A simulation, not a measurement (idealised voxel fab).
Herein follows the process module entitled voxel fin reveal.
The cross-section shown here is cut; it is 220 nm wide and divided into square cells measuring 5 nm on a side.
Each cross-section below is a grid of square cells, stated as bands in top-down order, with one or more rows of cells making up each band.
Top, bottom (nm), then materials left to right with widths (nm); lone material tagged "full width" fills the whole band edge to edge; "air" = empty space.
A quick word on heights: they are counted from 0, and under that level the wafer as it came to us is one material throughout. The lowest band is different from the rest in having no bottom; it simply continues downward, written as in "top 0, no bottom".
A two-number width, for instance "30->40", indicates that the width is equal to the first number in the top row of the band and to the second number in the bottom row, and that it changes by a constant amount per row of cells.
"same as before" -> step changed no cross-section cell.
For the entry "Closed cavities", the listed items are empty spaces with no open way to the top whose size is 8 cells or more; each item follows the pattern width x height at distance, where distance is from the left edge and all three are in nm.
Where a step's line continues beyond its settings, the continuation is a remark by the simulator itself on that step.
"overlay nm" on a masked step: distance the mask lay right of its planned place, negative for left.
[The steps planned for the process are as follows]
step 1: op RECEIVE | material Si
step 2: op CONFORMAL_DEP | material SiN | thk nm 10
step 3: op MASKED_ETCH | tone cover | mask id FINS | width nm 15 | pitch nm 35 | etch materials SiN | depth nm 10 | overlay nm 0
step 4: op MASKED_ETCH | tone cover | mask id FINS | width nm 15 | pitch nm 35 | etch materials Si | depth nm 40 | overlay nm 0
step 5: op OXIDIZE | depth nm 5
step 6: op FILL_DEP | material SiO2 | thk nm 15
step 7: op CMP | height nm 10
step 8: op SELECTIVE_ETCH | etch materials SiO2 | depth nm 30
step 9: op STRIP | etch materials SiN
[Cross-section of the wafer as it came to us, i.e., already through step 1]
  top 0, no bottom: Si full width
  Closed cavities: none
[first wafer at the end, as planned]
  top 0, bottom -20: 70 air; 5 Si; 30 air; 5 Si; 30 air; 5 Si; 75 air
  top -20, bottom -45: 70 SiO2; 5 Si; 30 SiO2; 5 Si; 30 SiO2; 5 Si; 75 SiO2
  top -45, no bottom: Si full width
  Closed cavities: none
[Cross-section, second wafer: same start as the first, same plan as the first, one mistake in running it; taken at the end of the module]
  top 0, bottom -5: 70 air; 5 Si; 30 air; 5 Si; 30 air; 5 Si; 75 air
  top -5, bottom -20: 70 air; 15 Si; 20 air; 15 Si; 20 air; 15 Si; 65 air
  top -20, bottom -45: 70 SiO2; 15 Si; 20 SiO2; 15 Si; 20 SiO2; 15 Si; 65 SiO2
  top -45, no bottom: Si full width
  Closed cavities: none
The mistake made against the process plan was this: step 4 did not use the planned setting and instead ran as op MASKED_ETCH | tone cover | mask id FINS | width nm 15 | pitch nm 35 | etch materials Si | depth nm 40 | overlay nm 10
It is noted that, at the conclusion of processing, the second wafer exhibits a higher or lower cell count for certain materials relative to the first: 48 more of Si | 30 fewer of SiO2
